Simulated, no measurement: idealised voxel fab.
The following process module bears the name voxel spacer lines.
The cross-section shown here is cut; it is 145 nm wide and divided into square cells measuring 5 nm on a side.
Cross-section spec: square-cell grid; bands listed top down; each band is one or more rows. Band entry format. Leading values: height of top, height of bottom, nm. Remainder: materials in left-to-right order, each with its width in nm. Special words: "throughout" on a single material, which then fills the band edge to edge; "empty", empty space. The reference from which all heights are counted is 0, the level beneath which the as-received wafer is entirely one material; the lowest band, having no lower bound, proceeds downward and is written after the example "z 0 and below". A width such as "30 to 40" changes by the same amount from each row of cells to the next, from the band's top row to its bottom row. When a step is marked "nothing was modified", none of the cells in the cross-section changed during that step. The label "Trapped voids" introduces a list of the empty spaces, 8 cells or larger, that have no open way up to the top; each entry in it reads width x height at distance, where the distance is taken from the left edge and all three are stated in nm. On a step's line, text after the settings is the simulator commenting on that step. On any step carrying a mask, the "overlay nm" setting, if present on the step's line, tells how far right of its planned place the mask lay; negative values point to the left.

THESE ARE THE STEPS WE PLANNED FOR THE PROCESS
- 1: RECEIVE,material Si
- 2: CONFORMAL_DEP,material Al2O3,thk nm 5
- 3: DIRECTIONAL_DEP,material W,thk nm 15
- 4: DIRECTIONAL_DEP,material polySi,thk nm 20
- 5: PATTERN,tone cover,mask id MANDREL,material resist,width nm 15,pitch nm 50,thk nm 30,overlay nm 0
- 6: DIRECTIONAL_ETCH,etch materials polySi,depth nm 20
- 7: STRIP,etch materials resist
- 8: CONFORMAL_DEP,material SiN,thk nm 10
- 9: DIRECTIONAL_ETCH,etch materials SiN,depth nm 10
- 10: STRIP,etch materials polySi
- 11: DIRECTIONAL_ETCH,etch materials W,depth nm 15
- 12: STRIP,etch materials SiN
- 13: FILL_DEP,material SiO2,thk nm 5
- 14: CMP,height nm 20

AS-RECEIVED WAFER CROSS-SECTION (AFTER STEP 1)
    z 0 and below: Si throughout
    Trapped voids: none

THE PLAN ABOVE WAS CARRIED OUT ON THE STARTING STRUCTURE ABOVE WITH ONE MISTAKE, AND THIS CROSS-SECTION SHOWS THE WAFER AT THE END OF THE MODULE
    z 20 to 15: Al2O3 throughout
    z 15 to 0: W throughout
    z 0 and below: Si throughout
    Trapped voids: none
Misprocessing identified: mixed up steps 2 and 3 - ran each in the other's place
